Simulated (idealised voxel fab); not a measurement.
process module | voxel transistor to metal
cross-section cut | 190 nm wide | cells 5 nm
A cross-section is a grid of square cells, given in bands from the top down. A band is one or more rows of cells.
Each band's line starts with the height of the band's top and of its bottom, in nm. Then come its materials from left to right, each with its width in nm. One material with "throughout" fills the band from edge to edge. "air" is empty space.
Height 0 is the level under which the wafer as received is all one material. The lowest band goes on downwards, as in "0 down".
A width such as "30 to 40" changes by the same amount from each row of cells to the next, from the band's top row to its bottom row.
"no change" after a step means that no cell of the cross-section changed.
closed voids: empty space of 8 cells or more with no open way to the top, each as width x height at its distance from the left edge, in nm
after a step's settings: what the simulator itself notes on the step
overlay nm, on a step with a mask: how far to the right of its planned place the mask lay; to the left if negative
plan
1 op RECEIVE | material Si
2 op CONFORMAL_DEP | material SiO2 | thk nm 5
3 op CONFORMAL_DEP | material SiN | thk nm 15
4 op MASKED_ETCH | tone cover | mask id ACTIVE | width nm 115 | etch materials SiN | depth nm 15 | overlay nm 0
5 op MASKED_ETCH | tone cover | mask id ACTIVE | width nm 115 | etch materials SiO2 | depth nm 5 | overlay nm 0
6 op MASKED_ETCH | tone cover | mask id ACTIVE | width nm 115 | etch materials Si | depth nm 30 | overlay nm 0
7 op OXIDIZE | depth nm 5
8 op FILL_DEP | material SiO2 | thk nm 10
9 op CMP | height nm 20
10 op SELECTIVE_ETCH | etch materials SiO2 | depth nm 15
11 op STRIP | etch materials SiN
12 op SELECTIVE_ETCH | etch materials SiO2 | depth nm 5
13 op OXIDIZE | depth nm 5
14 op DIRECTIONAL_DEP | material polySi | thk nm 25
15 op DIRECTIONAL_DEP | material SiCN | thk nm 10
16 op PATTERN | tone cover | mask id GATE | material resist | width nm 25 | thk nm 20 | overlay nm 0
17 op DIRECTIONAL_ETCH | etch materials SiCN | depth nm 20
18 op DIRECTIONAL_ETCH | etch materials polySi | depth nm 35
19 op STRIP | etch materials resist
20 op CONFORMAL_DEP | material SiO2 | thk nm 5
21 op DIRECTIONAL_ETCH | etch materials SiO2 | depth nm 5
22 op CONFORMAL_DEP | material SiN | thk nm 5
23 op DIRECTIONAL_ETCH | etch materials SiN | depth nm 5
24 op DIRECTIONAL_ETCH | etch materials SiO2 | depth nm 5
25 op EPI | material pSi | thk nm 5
26 op FILL_DEP | material SiO2 | thk nm 10
27 op CMP | height nm 35
28 op DIRECTIONAL_DEP | material SiO2 | thk nm 10
29 op MASKED_ETCH | tone open | mask id CONTACT | width nm 15 | pitch nm 80 | etch materials SiO2 | depth nm 45 | overlay nm 0
30 op CONFORMAL_DEP | material TiN | thk nm 5
31 op FILL_DEP | material Ru | thk nm 5
32 op CMP | height nm 45
33 op DIRECTIONAL_DEP | material TiN | thk nm 5
34 op DIRECTIONAL_DEP | material W | thk nm 25
35 op MASKED_ETCH | tone cover | mask id METAL_1 | width nm 15 | pitch nm 80 | etch materials W | depth nm 25 | overlay nm 0
36 op MASKED_ETCH | tone cover | mask id METAL_1 | width nm 15 | pitch nm 80 | etch materials TiN | depth nm 5 | overlay nm 0
37 op CONFORMAL_DEP | material SiCN | thk nm 5
38 op FILL_DEP | material SiO2 | thk nm 5
39 op CMP | height nm 75
40 op CONFORMAL_DEP | material SiN | thk nm 5
as received, after step 1
  0 down: Si throughout
  closed voids: none
first wafer at the end, as planned
  80 to 75: SiN throughout
  75 to 50: SiO2 40 | SiCN 5 | W 15 | SiCN 5 | SiO2 55 | SiCN 5 | W 15 | SiCN 5 | SiO2 45
  50 to 45: SiCN 45 | TiN 15 | SiCN 65 | TiN 15 | SiCN 50
  45 to 35: SiO2 45 | TiN 5 | Ru 5 | TiN 5 | SiO2 65 | TiN 5 | Ru 5 | TiN 5 | SiO2 50
  35 to 25: SiO2 45 | TiN 5 | Ru 5 | TiN 5 | SiO2 10 | SiN 5 | SiO2 5 | SiCN 25 | SiO2 5 | SiN 5 | SiO2 10 | TiN 5 | Ru 5 | TiN 5 | SiO2 50
  25 to 5: SiO2 45 | TiN 5 | Ru 5 | TiN 5 | SiO2 10 | SiN 5 | SiO2 5 | polySi 25 | SiO2 5 | SiN 5 | SiO2 10 | TiN 5 | Ru 5 | TiN 5 | SiO2 50
  5 to 0: SiO2 45 | TiN 15 | SiO2 10 | SiN 5 | SiO2 5 | polySi 25 | SiO2 5 | SiN 5 | SiO2 10 | TiN 15 | SiO2 50
  0 to -5: SiO2 35 | pSi 35 | SiO2 45 | pSi 35 | SiO2 40
  -5 to -35: SiO2 40 | Si 105 | SiO2 45
  -35 down: Si throughout
  closed voids: none
second wafer at the end: like start, like plan, one mistake
  80 to 75: SiN throughout
  75 to 50: SiO2 40 | SiCN 5 | W 15 | SiCN 5 | SiO2 55 | SiCN 5 | W 15 | SiCN 5 | SiO2 45
  50 to 45: SiCN 45 | TiN 15 | SiCN 65 | TiN 15 | SiCN 50
  45 to 35: SiO2 45 | TiN 5 | SiCN 5 | TiN 5 | SiO2 65 | TiN 5 | SiCN 5 | TiN 5 | SiO2 50
  35 to 25: SiO2 45 | TiN 5 | SiCN 5 | TiN 5 | SiO2 10 | SiN 5 | SiO2 5 | SiCN 25 | SiO2 5 | SiN 5 | SiO2 10 | TiN 5 | SiCN 5 | TiN 5 | SiO2 50
  25 to 5: SiO2 45 | TiN 5 | SiCN 5 | TiN 5 | SiO2 10 | SiN 5 | SiO2 5 | polySi 25 | SiO2 5 | SiN 5 | SiO2 10 | TiN 5 | SiCN 5 | TiN 5 | SiO2 50
  5 to 0: SiO2 45 | TiN 15 | SiO2 10 | SiN 5 | SiO2 5 | polySi 25 | SiO2 5 | SiN 5 | SiO2 10 | TiN 15 | SiO2 50
  0 to -5: SiO2 35 | pSi 35 | SiO2 45 | pSi 35 | SiO2 40
  -5 to -35: SiO2 40 | Si 105 | SiO2 45
  -35 down: Si throughout
  closed voids: none
what went wrong: step 31 ran as: op FILL_DEP | material SiCN | thk nm 5
at the end the second wafer has, in cells: 16 fewer of Ru | 16 more of SiCN
